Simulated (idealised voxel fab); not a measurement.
process module | voxel plated lines
cross-section cut | 255 nm wide | cells 5 nm
A cross-section is a grid of square cells, given in bands from the top down. A band is one or more rows of cells.
Each band's line starts with the height of the band's top and of its bottom, in nm. Then come its materials from left to right, each with its width in nm. One material with "throughout" fills the band from edge to edge. "air" is empty space.
Height 0 is the level under which the wafer as received is all one material. The lowest band goes on downwards, as in "0 down".
A width such as "30 to 40" changes by the same amount from each row of cells to the next, from the band's top row to its bottom row.
"no change" after a step means that no cell of the cross-section changed.
closed voids: empty space of 8 cells or more with no open way to the top, each as width x height at its distance from the left edge, in nm
after a step's settings: what the simulator itself notes on the step
overlay nm, on a step with a mask: how far to the right of its planned place the mask lay; to the left if negative
plan
1 op RECEIVE | material Si
2 op CONFORMAL_DEP | material Al2O3 | thk nm 15
3 op DIRECTIONAL_DEP | material TiN | thk nm 5
4 op PATTERN | tone open | mask id LINES | material resist | width nm 15 | pitch nm 40 | thk nm 30 | overlay nm -15
5 op EPI | material Ru | thk nm 10
6 op EPI | material Ru | thk nm 5
7 op STRIP | etch materials resist
8 op DIRECTIONAL_ETCH | etch materials TiN | depth nm 5
9 op CONFORMAL_DEP | material SiO2 | thk nm 5
varied across the wafers: overlay nm of step 4. The plan shows the first wafer's value. All wafers start alike
first wafer as received, after step 1
  0 down: Si throughout
  closed voids: none
each wafer at the end: cells of each material gained (+) or lost (-) since it was received, then its closed voids
overlay nm -15 | +153 Al2O3 | +18 Ru | +67 SiO2 | +6 TiN | closed voids: none
overlay nm -10 | +153 Al2O3 | +18 Ru | +67 SiO2 | +6 TiN | closed voids: none
overlay nm -5 | +153 Al2O3 | +18 Ru | +67 SiO2 | +6 TiN | closed voids: none
overlay nm 0 | +153 Al2O3 | +18 Ru | +67 SiO2 | +6 TiN | closed voids: none
overlay nm 5 | +153 Al2O3 | +18 Ru | +67 SiO2 | +6 TiN | closed voids: none
overlay nm 10 | +153 Al2O3 | +18 Ru | +67 SiO2 | +6 TiN | closed voids: none
overlay nm 15 | +153 Al2O3 | +18 Ru | +67 SiO2 | +6 TiN | closed voids: none
